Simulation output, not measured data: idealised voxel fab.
voxel wiring stack: a process module
Each square cell in cross-section cut measures 5 nm, and the section as a whole is 160 nm wide.
Cross-section spec: square-cell grid; bands listed top down; each band is one or more rows.
Heights first: top, then bottom, in nm. Then materials, left to right, each with a width in nm. "full width" on a single material: fills the band edge to edge. "blank": empty space.
Below 0: as-received wafer, all one material; heights counted from there. Lowest band: no bottom, goes on down, written "top 0, no bottom".
So if you see something like "30->40" for the width, read it as the top row of the band sitting at the first number and the bottom row at the second, with every row in between moving by the same amount as the last.
Any step labelled "nothing changed" changed none of the cells in the cross-section.
This entry, "Closed void table", enumerates those empty regions of no fewer than 8 cells that possess no open connection to the top. Each region is reported in the form width x height at distance, the distance being taken from the left edge, with all three quantities expressed in nm.
Step line, after settings: the simulator's comment on this step.
On any step carrying a mask, the "overlay nm" setting, if present on the step's line, tells how far right of its planned place the mask lay; negative values point to the left.
## Process steps - plan
1,RECEIVE with material Si
2,CONFORMAL_DEP with material SiO2, thk nm 15
3,CONFORMAL_DEP with material SiN, thk nm 5
4,DIRECTIONAL_DEP with material SiO2, thk nm 25
5,PATTERN with tone open, mask id METAL_1, material resist, width nm 25, pitch nm 45, thk nm 15, overlay nm 0
6,DIRECTIONAL_ETCH with etch materials SiO2, depth nm 25
7,DIRECTIONAL_ETCH with etch materials SiN, depth nm 5
8,STRIP with etch materials resist
9,CONFORMAL_DEP with material TiN, thk nm 5
10,FILL_DEP with material Ru, thk nm 10
11,CMP with height nm 45
12,CONFORMAL_DEP with material SiCN, thk nm 5
13,DIRECTIONAL_DEP with material SiO2, thk nm 30
14,MASKED_ETCH with tone open, mask id METAL_2, width nm 25, pitch nm 45, etch materials SiO2, depth nm 20, overlay nm 0
15,PATTERN with tone open, mask id METAL_2_HOLES, material resist, width nm 15, thk nm 20, overlay nm 0
16,DIRECTIONAL_ETCH with etch materials SiO2, depth nm 10
17,DIRECTIONAL_ETCH with etch materials SiCN, depth nm 5
18,STRIP with etch materials resist
19,CONFORMAL_DEP with material TiN, thk nm 5
20,FILL_DEP with material Cu, thk nm 10
21,CMP with height nm 80
22,CONFORMAL_DEP with material SiCN, thk nm 5
23,DIRECTIONAL_DEP with material lowk, thk nm 10
24,MASKED_ETCH with tone open, mask id PLUG_2, width nm 15, etch materials lowk, depth nm 10, overlay nm 0
25,MASKED_ETCH with tone open, mask id PLUG_2, width nm 15, etch materials SiCN, depth nm 5, overlay nm 0
26,CONFORMAL_DEP with material TiN, thk nm 5
27,FILL_DEP with material Cu, thk nm 5
28,CMP with height nm 95
29,CONFORMAL_DEP with material SiCN, thk nm 5
30,DIRECTIONAL_DEP with material SiO2, thk nm 20
31,MASKED_ETCH with tone open, mask id METAL_3, width nm 25, pitch nm 45, etch materials SiO2, depth nm 20, overlay nm 0
32,MASKED_ETCH with tone open, mask id METAL_3, width nm 25, pitch nm 45, etch materials SiCN, depth nm 5, overlay nm 0
33,CONFORMAL_DEP with material TiN, thk nm 5
34,FILL_DEP with material Cu, thk nm 5
35,CMP with height nm 120
36,CONFORMAL_DEP with material SiCN, thk nm 5
## The cross-section here shows the wafer as received, i.e. in its state after step 1
top 0, no bottom: Si full width
Closed void table: none
## As-planned run: cross-section of the first of two wafers at end of module
top 125, bottom 120: SiCN full width
top 120, bottom 100: SiO2: 45, then TiN: 5, then Cu: 15, then TiN: 5, then SiO2: 20, then TiN: 5, then Cu: 15, then TiN: 5, then SiO2: 45
top 100, bottom 95: SiCN: 45, then TiN: 25, then SiCN: 20, then TiN: 25, then SiCN: 45
top 95, bottom 85: lowk: 45, then TiN: 5, then Cu: 5, then TiN: 5, then lowk: 100
top 85, bottom 80: SiCN: 45, then TiN: 15, then SiCN: 100
top 80, bottom 65: SiO2: 45, then TiN: 5, then Cu: 15, then TiN: 5, then SiO2: 20, then TiN: 5, then Cu: 15, then TiN: 5, then SiO2: 45
top 65, bottom 60: SiO2: 45, then TiN: 5, then Cu: 5, then TiN: 15, then SiO2: 20, then TiN: 25, then SiO2: 45
top 60, bottom 50: SiO2: 45, then TiN: 5, then Cu: 5, then TiN: 5, then SiO2: 100
top 50, bottom 45: SiCN: 45, then TiN: 15, then SiCN: 100
top 45, bottom 20: SiO2: 45, then TiN: 5, then Ru: 15, then TiN: 5, then SiO2: 20, then TiN: 5, then Ru: 15, then TiN: 5, then SiO2: 45
top 20, bottom 15: SiN: 45, then TiN: 25, then SiN: 20, then TiN: 25, then SiN: 45
top 15, bottom 0: SiO2 full width
top 0, no bottom: Si full width
Closed void table: none
## Second wafer cross-section at end of module - shared start and plan with the first, one mistake in the run
top 125, bottom 120: SiCN full width
top 120, bottom 100: SiO2: 45, then TiN: 5, then Cu: 15, then TiN: 5, then SiO2: 20, then TiN: 5, then Cu: 15, then TiN: 5, then SiO2: 45
top 100, bottom 95: SiCN: 45, then TiN: 25, then SiCN: 20, then TiN: 25, then SiCN: 45
top 95, bottom 85: lowk: 45, then TiN: 5, then Cu: 5, then TiN: 5, then lowk: 100
top 85, bottom 80: SiCN: 45, then TiN: 15, then SiCN: 100
top 80, bottom 70: SiO2: 45, then TiN: 5->10, then Cu: 10->5, then TiN: 5, then SiO2: 30, then TiN: 5, then Cu: 5, then TiN: 5, then SiO2: 50
top 70, bottom 65: SiO2: 50, then TiN: 5, then Cu: 5, then TiN: 5, then SiO2: 30, then TiN: 5, then Cu: 5, then TiN: 5, then SiO2: 50
top 65, bottom 60: SiO2: 50, then TiN: 15, then SiO2: 30, then TiN: 15, then SiO2: 50
top 60, bottom 50: SiO2: 50, then TiN: 10, then SiO2: 100
top 50, bottom 45: SiCN: 50, then TiN: 10, then SiCN: 100
top 45, bottom 20: SiO2: 45, then TiN: 5, then Ru: 15, then TiN: 5, then SiO2: 20, then TiN: 5, then Ru: 15, then TiN: 5, then SiO2: 45
top 20, bottom 15: SiN: 45, then TiN: 25, then SiN: 20, then TiN: 25, then SiN: 45
top 15, bottom 0: SiO2 full width
top 0, no bottom: Si full width
Closed void table: none
Deviation from plan: step 14 went in with a setting other than planned; the actual run was MASKED_ETCH with tone open, mask id METAL_2, width nm 15, pitch nm 45, etch materials SiO2, depth nm 20, overlay nm 0
Counted in cells at the end, the second wafer holds more or fewer of these materials than the first: Cu -14 | SiCN +1 | SiO2 +16 | TiN -3
